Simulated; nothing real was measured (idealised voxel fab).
This is a process module. Its name is voxel ribs on slabs.
Section shown: cut. Width: 150 nm. Cell size: 5 nm, square.
Square cells in a grid make up a cross-section in this document, and the grid is given as bands, listed from the top down, each one or more rows of cells. Each band's line starts with the height of the band's top and of its bottom, in nm. Then come its materials from left to right, each with its width in nm. One material with "full width" fills the band from edge to edge. "air" is empty space. Heads up on the height convention: 0 is the point under which the incoming wafer is all one material, and the lowest band has no bottom, it just keeps going down, like "0 nm and below". A width given as "30 to 40" starts at the first number in the band's top row and ends at the second number in its bottom row, shifting by an equal amount at every step from row to row. "remains unaltered" after a step means that no cell of the cross-section changed. Enclosed voids (no open way to top), threshold 8 cells or more, entry "Closed voids list", notation width x height at distance, distance from left edge, nm. after a step's settings: what the simulator itself notes on the step. overlay nm, on a step with a mask: how far to the right of its planned place the mask lay; to the left if negative.

# The steps planned for the process are as follows
1: RECEIVE: material Si
2: DIRECTIONAL_DEP: material SiO2, thk nm 30
3: DIRECTIONAL_DEP: material polySi, thk nm 10
4: DIRECTIONAL_DEP: material aC, thk nm 15
5: PATTERN: tone cover, mask id RIB, material resist, width nm 30, thk nm 30, overlay nm 0
6: DIRECTIONAL_ETCH: etch materials aC, depth nm 15
7: STRIP: etch materials resist
8: DIRECTIONAL_ETCH: etch materials polySi, depth nm 15
9: STRIP: etch materials aC
10: DIRECTIONAL_DEP: material aC, thk nm 10
11: PATTERN: tone cover, mask id SLAB, material resist, width nm 90, thk nm 25, overlay nm 0
12: DIRECTIONAL_ETCH: etch materials aC, depth nm 10
13: STRIP: etch materials resist
14: DIRECTIONAL_ETCH: etch materials polySi, depth nm 5
15: STRIP: etch materials aC
16: FILL_DEP: material SiO2, thk nm 25
17: CMP: height nm 65
18: DIRECTIONAL_DEP: material W, thk nm 5
19: PATTERN: tone cover, mask id HEATER, material resist, width nm 40, thk nm 15, overlay nm 0
20: DIRECTIONAL_ETCH: etch materials W, depth nm 5
21: STRIP: etch materials resist
22: CONFORMAL_DEP: material SiN, thk nm 10
The plan's step 3 thk nm is the first wafer's value; the wafers differ in this setting and start identical.

# Cross-section of the first of several received wafers, showing its state after step 1
  0 nm and below: Si full width
  Closed voids list: none

# Below: a row per wafer. Contents at end of module: for every material, cells gained since receipt (+) or lost since receipt (-); then closed voids
thk nm 10, +64 SiN, +378 SiO2, +8 W, +12 polySi, Closed voids list: none
thk nm 15, +64 SiN, +372 SiO2, +8 W, +18 polySi, Closed voids list: none
thk nm 20, +64 SiN, +354 SiO2, +8 W, +36 polySi, Closed voids list: none
thk nm 25, +64 SiN, +324 SiO2, +8 W, +66 polySi, Closed voids list: none
thk nm 30, +64 SiN, +294 SiO2, +8 W, +96 polySi, Closed voids list: none
thk nm 35, +64 SiN, +264 SiO2, +8 W, +126 polySi, Closed voids list: none
